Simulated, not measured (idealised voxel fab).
Proc. module: voxel lift off
For reference, the cross-section in this document is cut, with width 250 nm and square cells of 5 nm.
Reading order for cross-sections: top band down to bottom band. Underlying form: a grid of square cells. Band size: one or more rows of cells. Quick guide to a band line: top height, bottom height (nm) up front; then every material left to right with its width in nm. Only one material and it's marked "all across"? Then it fills the band edge to edge. And "blank" just means empty space. Heights from 0 (as-received wafer is one material below). Bottom band endless downward, as "top 0, no bottom". Quick explanation for "30..40": the width changes in equal steps down the rows of cells, from the first number in the band's top row to the second number in its bottom row. For the purposes of this document, the phrase "stayed the same" attached to a step denotes that no cell within the cross-section was modified by that step. The entry titled "Entrapped void list" provides the empty spaces that have no open way to the top, restricted to those of 8 cells or more. Each is presented as width x height at distance, the distance being measured from the left edge, with all three in nm. Anything after a step's settings on that line? It's the simulator's own note about the step. overlay nm: mask right of planned place by this much (step with mask). Neg. = left.
So here's the lineup of process steps we planned
1,RECEIVE: material Si
2,CONFORMAL_DEP: material SiN, thk nm 5
3,PATTERN: tone open, mask id LINES, material resist, width nm 30, pitch nm 50, thk nm 25, overlay nm 0
4,DIRECTIONAL_DEP: material Ru, thk nm 15
5,STRIP: etch materials resist
6,CONFORMAL_DEP: material SiCN, thk nm 10
For clarity, it should be stated that the wafers under discussion commence in an identical condition and differ with respect to the thk nm of step 2, the plan indicating the value that the first wafer had.
This is how the first of several wafers looked in cross-section when it arrived, which is after step 1
	top 0, no bottom = Si all across
	Entrapped void list: none
What follows is a table in which each wafer occupies a row; for the wafer as it stands at the close of the module, the row states, material by material, how many cells have been gained (+) or lost (-) since receipt, and then gives its closed voids
thk nm 5; +72 Ru; +148 SiCN; +50 SiN; Entrapped void list: none
thk nm 10; +72 Ru; +148 SiCN; +100 SiN; Entrapped void list: none
thk nm 15; +72 Ru; +148 SiCN; +150 SiN; Entrapped void list: none
thk nm 20; +72 Ru; +148 SiCN; +200 SiN; Entrapped void list: none
thk nm 25; +72 Ru; +148 SiCN; +250 SiN; Entrapped void list: none
thk nm 30; +72 Ru; +148 SiCN; +300 SiN; Entrapped void list: none
